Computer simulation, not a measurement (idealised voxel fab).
Name of the process module below: voxel capacitor over wiring
Displayed cross-section: cut, width of 185 nm, square cells sized 5 nm.
A cross-section in this document is a grid of square cells, and it is written down as bands, the top band listed before the ones below it; a band is made up of one or more rows of cells. Heights first: top, then bottom, in nm. Then materials, left to right, each with a width in nm. "all across" on a single material: fills the band edge to edge. "air": empty space. Where do heights start? At 0: under that level the wafer as delivered is made of one material only. And the lowest band has no floor; it just carries on downward, as in "z 0 and below". The two numbers in a width such as "30 to 40" mark its ends across the band: the first belongs to the top row of cells, the second to the bottom row, and from each row to the next the width moves by the same amount. "no modifications" (step): cross-section cells unchanged, all of them. What "Closed void register" gives you is every empty space of 8 cells or more that is cut off from the top. Each appears as width x height at distance, with the distance taken from the left edge and width, height and distance all in nm. On a step's line, text after the settings is the simulator commenting on that step. overlay nm, on a step with a mask: how far to the right of its planned place the mask lay; to the left if negative.
### Set out below are the planned steps of the process
1,RECEIVE with material Si
2,CONFORMAL_DEP with material SiO2, thk nm 15
3,CONFORMAL_DEP with material SiCN, thk nm 5
4,DIRECTIONAL_DEP with material lowk, thk nm 20
5,DIRECTIONAL_DEP with material aC, thk nm 15
6,PATTERN with tone open, mask id METAL_1, material resist, width nm 20, pitch nm 75, thk nm 35, overlay nm 0
7,DIRECTIONAL_ETCH with etch materials aC, depth nm 15
8,STRIP with etch materials resist
9,DIRECTIONAL_ETCH with etch materials lowk, depth nm 20
10,DIRECTIONAL_ETCH with etch materials SiCN, depth nm 5
11,STRIP with etch materials aC
12,CONFORMAL_DEP with material TiN, thk nm 5
13,FILL_DEP with material W, thk nm 5
14,CMP with height nm 40
15,CONFORMAL_DEP with material SiCN, thk nm 5
16,DIRECTIONAL_DEP with material SiO2, thk nm 15
17,PATTERN with tone open, mask id PLUG_1, material resist, width nm 15, thk nm 20, overlay nm 0
18,DIRECTIONAL_ETCH with etch materials SiO2, depth nm 15
19,DIRECTIONAL_ETCH with etch materials SiCN, depth nm 5
20,STRIP with etch materials resist
21,EPI with material Ru, thk nm 10
22,EPI with material Ru, thk nm 10
23,DIRECTIONAL_DEP with material TiN, thk nm 5
24,DIRECTIONAL_DEP with material Al2O3, thk nm 5
25,DIRECTIONAL_DEP with material TiN, thk nm 5
26,DIRECTIONAL_DEP with material aC, thk nm 15
27,PATTERN with tone cover, mask id UPPER_PLATE, material resist, width nm 60, thk nm 30, overlay nm 0
28,DIRECTIONAL_ETCH with etch materials aC, depth nm 15
29,STRIP with etch materials resist
30,DIRECTIONAL_ETCH with etch materials TiN, depth nm 5
31,DIRECTIONAL_ETCH with etch materials Al2O3, depth nm 5
32,STRIP with etch materials aC
33,PATTERN with tone cover, mask id LOWER_PLATE, material resist, width nm 70, thk nm 20, overlay nm 0
34,DIRECTIONAL_ETCH with etch materials TiN, depth nm 5
35,STRIP with etch materials resist
36,FILL_DEP with material SiO2, thk nm 15
37,CMP with height nm 85
38,MASKED_ETCH with tone open, mask id PLUG_2, width nm 15, etch materials SiO2, depth nm 10, overlay nm 0
39,CONFORMAL_DEP with material TiN, thk nm 5
40,FILL_DEP with material Ru, thk nm 5
41,CMP with height nm 85
42,CONFORMAL_DEP with material SiN, thk nm 5
### Cross-sectional view of the wafer in its as-received condition, corresponding to the state after step 1
	z 0 and below: Si all across
	Closed void register: none
### End state of the module in cross-section, given the above starting point and plan and one mistake in execution
	z 90 to 85: SiN all across
	z 85 to 80: 60 SiO2, 5 TiN, 10 Ru, 5 TiN, 105 SiO2
	z 80 to 70: 60 to 50 SiO2, 20 to 60 TiN, 105 to 75 SiO2
	z 70 to 65: 50 SiO2, 60 Al2O3, 75 SiO2
	z 65 to 60: 45 SiO2, 70 TiN, 70 SiO2
	z 60 to 45: 50 SiO2, 15 Ru, 120 SiO2
	z 45 to 40: 50 SiCN, 15 Ru, 120 SiCN
	z 40 to 20: 45 lowk, 5 TiN, 10 W, 5 TiN, 55 lowk, 5 TiN, 10 W, 5 TiN, 45 lowk
	z 20 to 15: 45 SiCN, 20 TiN, 55 SiCN, 20 TiN, 45 SiCN
	z 15 to 0: SiO2 all across
	z 0 and below: Si all across
	Closed void register: none
Want to know what went wrong? step 38 went in with a setting other than planned; the actual run was MASKED_ETCH with tone open, mask id PLUG_2, width nm 20, etch materials SiO2, depth nm 10, overlay nm 0
